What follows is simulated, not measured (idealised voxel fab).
process module | voxel capacitor over wiring
cross-section cut | 155 nm wide | cells 5 nm
A cross-section is a grid of square cells, given in bands from the top down. A band is one or more rows of cells.
Each band's line starts with the height of the band's top and of its bottom, in nm. Then come its materials from left to right, each with its width in nm. One material with "throughout" fills the band from edge to edge. "air" is empty space.
Height 0 is the level under which the wafer as received is all one material. The lowest band goes on downwards, as in "0 down".
A width such as "30 to 40" changes by the same amount from each row of cells to the next, from the band's top row to its bottom row.
"no change" after a step means that no cell of the cross-section changed.
closed voids: empty space of 8 cells or more with no open way to the top, each as width x height at its distance from the left edge, in nm
after a step's settings: what the simulator itself notes on the step
overlay nm, on a step with a mask: how far to the right of its planned place the mask lay; to the left if negative
plan
1 op RECEIVE | material Si
2 op CONFORMAL_DEP | material SiO2 | thk nm 15
3 op DIRECTIONAL_DEP | material TiN | thk nm 5
4 op DIRECTIONAL_DEP | material Ru | thk nm 15
5 op DIRECTIONAL_DEP | material aC | thk nm 15
6 op PATTERN | tone cover | mask id METAL_1 | material resist | width nm 25 | pitch nm 95 | thk nm 35 | overlay nm 0
7 op DIRECTIONAL_ETCH | etch materials aC | depth nm 15
8 op STRIP | etch materials resist
9 op DIRECTIONAL_ETCH | etch materials Ru | depth nm 15
10 op DIRECTIONAL_ETCH | etch materials TiN | depth nm 5
11 op STRIP | etch materials aC
12 op CONFORMAL_DEP | material SiCN | thk nm 5
13 op FILL_DEP | material lowk | thk nm 10
14 op CMP | height nm 35
15 op CONFORMAL_DEP | material SiCN | thk nm 5
16 op DIRECTIONAL_DEP | material SiO2 | thk nm 20
17 op DIRECTIONAL_DEP | material aC | thk nm 10
18 op PATTERN | tone open | mask id PLUG_1 | material resist | width nm 15 | thk nm 25 | overlay nm 0
19 op DIRECTIONAL_ETCH | etch materials aC | depth nm 10
20 op STRIP | etch materials resist
21 op DIRECTIONAL_ETCH | etch materials SiO2 | depth nm 20
22 op DIRECTIONAL_ETCH | etch materials SiCN | depth nm 5
23 op STRIP | etch materials aC
24 op EPI | material Ru | thk nm 10
25 op EPI | material Ru | thk nm 10
26 op EPI | material Ru | thk nm 5
27 op DIRECTIONAL_DEP | material TiN | thk nm 10
28 op DIRECTIONAL_DEP | material Al2O3 | thk nm 5
29 op DIRECTIONAL_DEP | material TiN | thk nm 10
30 op PATTERN | tone cover | mask id UPPER_PLATE | material resist | width nm 75 | thk nm 15 | overlay nm -10
31 op DIRECTIONAL_ETCH | etch materials TiN | depth nm 10
32 op DIRECTIONAL_ETCH | etch materials Al2O3 | depth nm 5
33 op STRIP | etch materials resist
34 op DIRECTIONAL_DEP | material aC | thk nm 10
35 op PATTERN | tone cover | mask id LOWER_PLATE | material resist | width nm 85 | thk nm 30 | overlay nm 0
36 op DIRECTIONAL_ETCH | etch materials aC | depth nm 10
37 op STRIP | etch materials resist
38 op DIRECTIONAL_ETCH | etch materials TiN | depth nm 10
39 op STRIP | etch materials aC
40 op FILL_DEP | material SiO2 | thk nm 15
41 op CMP | height nm 95
42 op MASKED_ETCH | tone open | mask id PLUG_2 | width nm 15 | etch materials SiO2 | depth nm 10 | overlay nm 0
43 op CONFORMAL_DEP | material TiN | thk nm 5
44 op FILL_DEP | material W | thk nm 5
45 op CMP | height nm 95
46 op CONFORMAL_DEP | material SiCN | thk nm 5
varied across the wafers: overlay nm of step 30. The plan shows the first wafer's value. All wafers start alike
first wafer as received, after step 1
  0 down: Si throughout
  closed voids: none
first wafer at the end, after step 46
  100 to 95: SiCN throughout
  95 to 90: SiO2 35 | TiN 5 | W 5 | TiN 5 | SiO2 105
  90 to 85: SiO2 35 | TiN 15 | SiO2 105
  85 to 75: SiO2 20 | TiN 70 | SiO2 65
  75 to 70: SiO2 15 | Al2O3 75 | SiO2 65
  70 to 60: SiO2 15 | TiN 90 | SiO2 50
  60 to 40: SiO2 25 | Ru 15 | SiO2 115
  40 to 35: SiCN 25 | Ru 15 | SiCN 115
  35 to 20: lowk 10 | SiCN 5 | Ru 25 | SiCN 5 | lowk 60 | SiCN 5 | Ru 25 | SiCN 5 | lowk 15
  20 to 15: SiCN 15 | TiN 25 | SiCN 70 | TiN 25 | SiCN 20
  15 to 0: SiO2 throughout
  0 down: Si throughout
  closed voids: none
last wafer at the end
  100 to 95: SiCN throughout
  95 to 90: SiO2 35 | TiN 5 | W 5 | TiN 5 | SiO2 105
  90 to 85: SiO2 35 | TiN 15 | SiO2 105
  85 to 75: SiO2 40 | TiN 65 | SiO2 50
  75 to 70: SiO2 40 | Al2O3 75 | SiO2 40
  70 to 60: SiO2 20 | TiN 95 | SiO2 40
  60 to 40: SiO2 25 | Ru 15 | SiO2 115
  40 to 35: SiCN 25 | Ru 15 | SiCN 115
  35 to 20: lowk 10 | SiCN 5 | Ru 25 | SiCN 5 | lowk 60 | SiCN 5 | Ru 25 | SiCN 5 | lowk 15
  20 to 15: SiCN 15 | TiN 25 | SiCN 70 | TiN 25 | SiCN 20
  15 to 0: SiO2 throughout
  0 down: Si throughout
  closed voids: none
each wafer at the end: cells of each material gained (+) or lost (-) since it was received, then its closed voids
overlay nm -10 | +15 Al2O3 | +45 Ru | +92 SiCN | +337 SiO2 | +79 TiN | +1 W | +51 lowk | closed voids: none
overlay nm -5 | +15 Al2O3 | +45 Ru | +92 SiCN | +337 SiO2 | +79 TiN | +1 W | +51 lowk | closed voids: none
overlay nm 0 | +15 Al2O3 | +45 Ru | +92 SiCN | +337 SiO2 | +79 TiN | +1 W | +51 lowk | closed voids: none
overlay nm 5 | +15 Al2O3 | +45 Ru | +92 SiCN | +337 SiO2 | +79 TiN | +1 W | +51 lowk | closed voids: none
overlay nm 10 | +15 Al2O3 | +45 Ru | +92 SiCN | +337 SiO2 | +79 TiN | +1 W | +51 lowk | closed voids: none
overlay nm 15 | +15 Al2O3 | +45 Ru | +92 SiCN | +337 SiO2 | +79 TiN | +1 W | +51 lowk | closed voids: none
